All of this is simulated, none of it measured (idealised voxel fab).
Proc. module: voxel local oxidation
Each square cell in cross-section cut measures 5 nm, and the section as a whole is 270 nm wide.
Reading order for cross-sections: top band down to bottom band. Underlying form: a grid of square cells. Band size: one or more rows of cells. First you get the band's top height and its bottom height, in nm, and then the materials it's made of, left to right, with each width in nm. If you see a single material with "everywhere", that one covers the band edge to edge. "blank" is empty space. Ref level 0: as-received wafer is one material below here. Bottom band extends down with no lower bound ("top 0, no bottom"). Width spec "30..40" -> top row of cells at first value, bottom row at second value, equal per-row change in between. Take "remained unchanged" at face value: in the step it is given for, the cross-section changed in none of its cells. Enclosed voids (no open way to top), threshold 8 cells or more, entry "Internal closed voids", notation width x height at distance, distance from left edge, nm. On each step's line, the part that comes after the settings is the simulator's own comment on the step. On any step carrying a mask, the "overlay nm" setting, if present on the step's line, tells how far right of its planned place the mask lay; negative values point to the left.

[Process steps foreseen in the plan]
| 1 | RECEIVE with material Si |
| 2 | CONFORMAL_DEP with material SiO2, thk nm 5 |
| 3 | CONFORMAL_DEP with material SiN, thk nm 15 |
| 4 | PATTERN with tone cover, mask id ACTIVE, material resist, width nm 100, thk nm 20, overlay nm 0 |
| 5 | DIRECTIONAL_ETCH with etch materials SiN, depth nm 15 |
| 6 | STRIP with etch materials resist |
| 7 | SELECTIVE_ETCH with etch materials SiO2, depth nm 5 |
| 8 | OXIDIZE with depth nm 10 |
| 9 | STRIP with etch materials SiN |

[Incoming wafer in cross-section (state: after step 1)]
  top 0, no bottom: Si everywhere
  Internal closed voids: none

[Module complete - cross-section of the first of two wafers, run according to plan]
  top 5, bottom 0: blank 90 | SiO2 90 | blank 90
  top 0, bottom -10: SiO2 100 | Si 70 | SiO2 100
  top -10, no bottom: Si everywhere
  Internal closed voids: none

[Module end: cross-section of wafer two of two. Same start and process plan as the first wafer. One mistake during execution]
  top 5, bottom 0: blank 85 | SiO2 90 | blank 95
  top 0, bottom -10: SiO2 95 | Si 70 | SiO2 105
  top -10, no bottom: Si everywhere
  Internal closed voids: none
Deviation from plan: step 4 did not use the planned setting and instead ran as PATTERN with tone cover, mask id ACTIVE, material resist, width nm 100, thk nm 20, overlay nm -5
At the end, each material covers as many cells on the second wafer as it does on the first, though the cells it covers are elsewhere.
